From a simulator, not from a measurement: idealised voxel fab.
process module | voxel transistor to metal
cross-section cut | 165 nm wide | cells 5 nm
A cross-section is a grid of square cells, given in bands from the top down. A band is one or more rows of cells.
Each band's line starts with the height of the band's top and of its bottom, in nm. Then come its materials from left to right, each with its width in nm. One material with "throughout" fills the band from edge to edge. "air" is empty space.
Height 0 is the level under which the wafer as received is all one material. The lowest band goes on downwards, as in "0 down".
A width such as "30 to 40" changes by the same amount from each row of cells to the next, from the band's top row to its bottom row.
"no change" after a step means that no cell of the cross-section changed.
closed voids: empty space of 8 cells or more with no open way to the top, each as width x height at its distance from the left edge, in nm
after a step's settings: what the simulator itself notes on the step
overlay nm, on a step with a mask: how far to the right of its planned place the mask lay; to the left if negative
plan
1 op RECEIVE | material Si
2 op CONFORMAL_DEP | material SiO2 | thk nm 5
3 op CONFORMAL_DEP | material SiN | thk nm 10
4 op PATTERN | tone cover | mask id ACTIVE | material resist | width nm 105 | thk nm 20 | overlay nm 0
5 op DIRECTIONAL_ETCH | etch materials SiN | depth nm 10
6 op DIRECTIONAL_ETCH | etch materials SiO2 | depth nm 5
7 op DIRECTIONAL_ETCH | etch materials Si | depth nm 25
8 op STRIP | etch materials resist
9 op FILL_DEP | material SiO2 | thk nm 10
10 op CMP | height nm 15
11 op SELECTIVE_ETCH | etch materials SiO2 | depth nm 10
12 op STRIP | etch materials SiN
13 op SELECTIVE_ETCH | etch materials SiO2 | depth nm 5
14 op OXIDIZE | depth nm 5
15 op DIRECTIONAL_DEP | material polySi | thk nm 30
16 op DIRECTIONAL_DEP | material SiCN | thk nm 15
17 op PATTERN | tone cover | mask id GATE | material resist | width nm 25 | thk nm 20 | overlay nm 0
18 op DIRECTIONAL_ETCH | etch materials SiCN | depth nm 25
19 op DIRECTIONAL_ETCH | etch materials polySi | depth nm 40
20 op STRIP | etch materials resist
21 op CONFORMAL_DEP | material SiN | thk nm 10
22 op DIRECTIONAL_ETCH | etch materials SiN | depth nm 10
23 op DIRECTIONAL_ETCH | etch materials SiO2 | depth nm 5
24 op DIRECTIONAL_ETCH | etch materials Si | depth nm 15
25 op EPI | material SiGe | thk nm 15
26 op FILL_DEP | material SiO2 | thk nm 10
27 op CMP | height nm 45
28 op DIRECTIONAL_DEP | material SiO2 | thk nm 15
29 op PATTERN | tone open | mask id CONTACT | material resist | width nm 25 | pitch nm 60 | thk nm 20 | overlay nm 0
30 op DIRECTIONAL_ETCH | etch materials SiO2 | depth nm 65
31 op STRIP | etch materials resist
32 op CONFORMAL_DEP | material TiN | thk nm 5
33 op FILL_DEP | material W | thk nm 5
34 op CMP | height nm 60
35 op CONFORMAL_DEP | material SiCN | thk nm 5
36 op DIRECTIONAL_DEP | material SiO2 | thk nm 20
37 op MASKED_ETCH | tone open | mask id METAL_1 | width nm 15 | pitch nm 70 | etch materials SiO2 | depth nm 20 | overlay nm 0
38 op MASKED_ETCH | tone open | mask id METAL_1 | width nm 15 | pitch nm 70 | etch materials SiCN | depth nm 5 | overlay nm 0
39 op CONFORMAL_DEP | material TiN | thk nm 5
40 op FILL_DEP | material Cu | thk nm 5
41 op CMP | height nm 85
42 op CONFORMAL_DEP | material SiN | thk nm 5
as received, after step 1
  0 down: Si throughout
  closed voids: none
a wafer at the end: this start, this plan, one mistake
  90 to 85: SiN throughout
  85 to 65: SiO2 40 | SiCN 5 | Cu 5 | SiCN 5 | SiO2 55 | SiCN 5 | Cu 5 | SiCN 5 | SiO2 40
  65 to 60: SiCN throughout
  60 to 50: SiO2 40 | TiN 5 | W 15 | TiN 5 | SiO2 35 | TiN 5 | W 15 | TiN 5 | SiO2 40
  50 to 45: SiO2 40 | TiN 5 | W 10 | TiN 10 | SiO2 35 | TiN 10 | W 10 | TiN 5 | SiO2 40
  45 to 30: SiO2 40 | TiN 5 | W 10 | TiN 5 | SiN 10 | SiCN 25 | SiN 10 | TiN 5 | W 10 | TiN 5 | SiO2 40
  30 to 15: SiO2 40 | TiN 5 | W 10 | TiN 5 | SiN 10 | polySi 25 | SiN 10 | TiN 5 | W 10 | TiN 5 | SiO2 40
  15 to 10: SiO2 40 | TiN 20 | SiN 10 | polySi 25 | SiN 10 | TiN 20 | SiO2 40
  10 to 0: SiO2 40 | TiN 5 | SiGe 15 | SiN 10 | polySi 25 | SiN 10 | SiGe 15 | TiN 5 | SiO2 40
  0 to -5: SiO2 40 | TiN 5 | SiGe 15 | SiO2 45 | SiGe 15 | TiN 5 | SiO2 40
  -5 to -20: SiO2 30 | SiGe 30 | Si 45 | SiGe 30 | SiO2 30
  -20 to -25: SiO2 30 | Si 105 | SiO2 30
  -25 down: Si throughout
  closed voids: none
what went wrong: step 39 ran as: op CONFORMAL_DEP | material SiCN | thk nm 5
